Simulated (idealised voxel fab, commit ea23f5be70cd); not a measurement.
You're looking at the process module voxel fin reveal.
The width of the displayed cross-section, cut, is 255 nm; its cells are square, with a size of 5 nm.
Think of the cross-section as a grid of square cells. We describe it in bands, top to bottom, and each band covers one or more rows of those cells.
A band entry consists of two parts. The first gives the height of the band's top and the height of its bottom, in nm. The rest lists the band's materials from left to right, each with its width in nm. A single material labelled with the word "full width" fills the band from edge to edge, and the word "air" marks empty space.
Heights are measured from 0, the level below which the as-received wafer is all one material; the lowest band has no bottom and continues downward, written as in "0..down".
Width "30 to 40": first value at the band's top row of cells, second value at its bottom row, equal change from row to row.
No cell of the cross-section changed in a step that is given as "nothing changed".
Heads up: "Voids, sealed" only lists the empty pockets with no open path to the top that are 8 cells or more, and it writes them as width x height at distance, distance from the left edge, in nm.
Step line, after settings: the simulator's comment on this step.
overlay nm: mask right of planned place by this much (step with mask). Neg. = left.

The process steps that were planned are listed below:
1: RECEIVE,material Si
2: CONFORMAL_DEP,material SiN,thk nm 10
3: PATTERN,tone cover,mask id FINS,material resist,width nm 15,pitch nm 40,thk nm 15,overlay nm 0
4: DIRECTIONAL_ETCH,etch materials SiN,depth nm 10
5: DIRECTIONAL_ETCH,etch materials Si,depth nm 35
6: STRIP,etch materials resist
7: OXIDIZE,depth nm 5
8: FILL_DEP,material SiO2,thk nm 15
9: CMP,height nm 10
10: SELECTIVE_ETCH,etch materials SiO2,depth nm 35
11: STRIP,etch materials SiN
Split variable: width nm, step 3. Plan value = first wafer. Wafers start alike.

First of several wafers (as received, post step 1), cross-sectional view:
* 0..down  Si full width
* Voids, sealed: none

First of several wafers, sectioned at end of module (last step: step 11):
* 0..-25  85 of air / 5 of Si / 35 of air / 5 of Si / 35 of air / 5 of Si / 85 of air
* -25..-40  85 of SiO2 / 5 of Si / 35 of SiO2 / 5 of Si / 35 of SiO2 / 5 of Si / 85 of SiO2
* -40..down  Si full width
* Voids, sealed: none

So this is the cross-section on the last wafer at the end of the module:
* 0..-25  80 of air / 15 of Si / 25 of air / 15 of Si / 25 of air / 15 of Si / 80 of air
* -25..-40  80 of SiO2 / 15 of Si / 25 of SiO2 / 15 of Si / 25 of SiO2 / 15 of Si / 80 of SiO2
* -40..down  Si full width
* Voids, sealed: none

Note: the following table is arranged by wafer, a row apiece. Each row reports the end-of-module state: per material, cells gained (+) or cells lost (-) compared with the wafer as received; closed voids follow:
width nm 15, -384 Si, +144 SiO2, Voids, sealed: none
width nm 20, -360 Si, +135 SiO2, Voids, sealed: none
width nm 25, -336 Si, +126 SiO2, Voids, sealed: none
